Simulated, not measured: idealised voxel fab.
This is a process module. Its name is voxel released beams.
Shown is cross-section cut, with a width of 250 nm and square cells of size 5 nm.
Cross-section format: a grid of square cells, given as bands from top to bottom; each band is one or more rows of cells.
What a band's entry tells you: where the top is and where the bottom is, as heights in nm, and after that what lies inside, material by material from left to right, each with its width in nm. Empty space is written as the word "air", and a single material marked with the word "edge to edge" occupies the band from edge to edge.
Zero point of the height axis is 0; under it, received wafer = one material. Lowest band: continues down indefinitely, "from 0 down".
The width entry "30->40" should be interpreted row by row: the top row of cells in the band takes the first number, the bottom row takes the second number, and the change between adjacent rows is uniform throughout.
No cell of the cross-section changed in a step that is given as "nothing different".
Closed-off voids of 8+ cells (no open route to the top) go in "Completely sealed voids", written width x height at distance from the left edge, in nm.
Past the settings on a step's line: simulator remark, on that step.
The "overlay nm" setting may appear on a step's line; for a step that uses a mask, it gives how far to the right of its planned position the mask lay, and a negative value indicates the left.

[List of planned process steps]
- 1: RECEIVE,material Si
- 2: CONFORMAL_DEP,material SiN,thk nm 5
- 3: DIRECTIONAL_DEP,material SiO2,thk nm 20
- 4: PATTERN,tone open,mask id ANCHOR,material resist,width nm 45,thk nm 15,overlay nm 0
- 5: DIRECTIONAL_ETCH,etch materials SiO2,depth nm 20
- 6: STRIP,etch materials resist
- 7: CONFORMAL_DEP,material TiN,thk nm 15
- 8: MASKED_ETCH,tone cover,mask id BEAM,width nm 130,etch materials TiN,depth nm 15,overlay nm 0
- 9: STRIP,etch materials SiO2

[As received (post step 1): cross-section]
> from 0 down | Si edge to edge
> Completely sealed voids: none

[Here's the wafer cut in cross-section after the module, started and planned just like above, except one thing was done wrong in the run]
> from 35 to 20 | 55 of air, then 20 of TiN, then 15 of air, then 95 of TiN, then 65 of air
> from 20 to 15 | 60 of air, then 15 of TiN, then 15 of air, then 15 of TiN, then 145 of air
> from 15 to 0 | 60 of air, then 45 of TiN, then 145 of air
> from 0 down | Si edge to edge
> Completely sealed voids: none
What was the processing mistake? step 2 of the plan never got run, it was skipped over
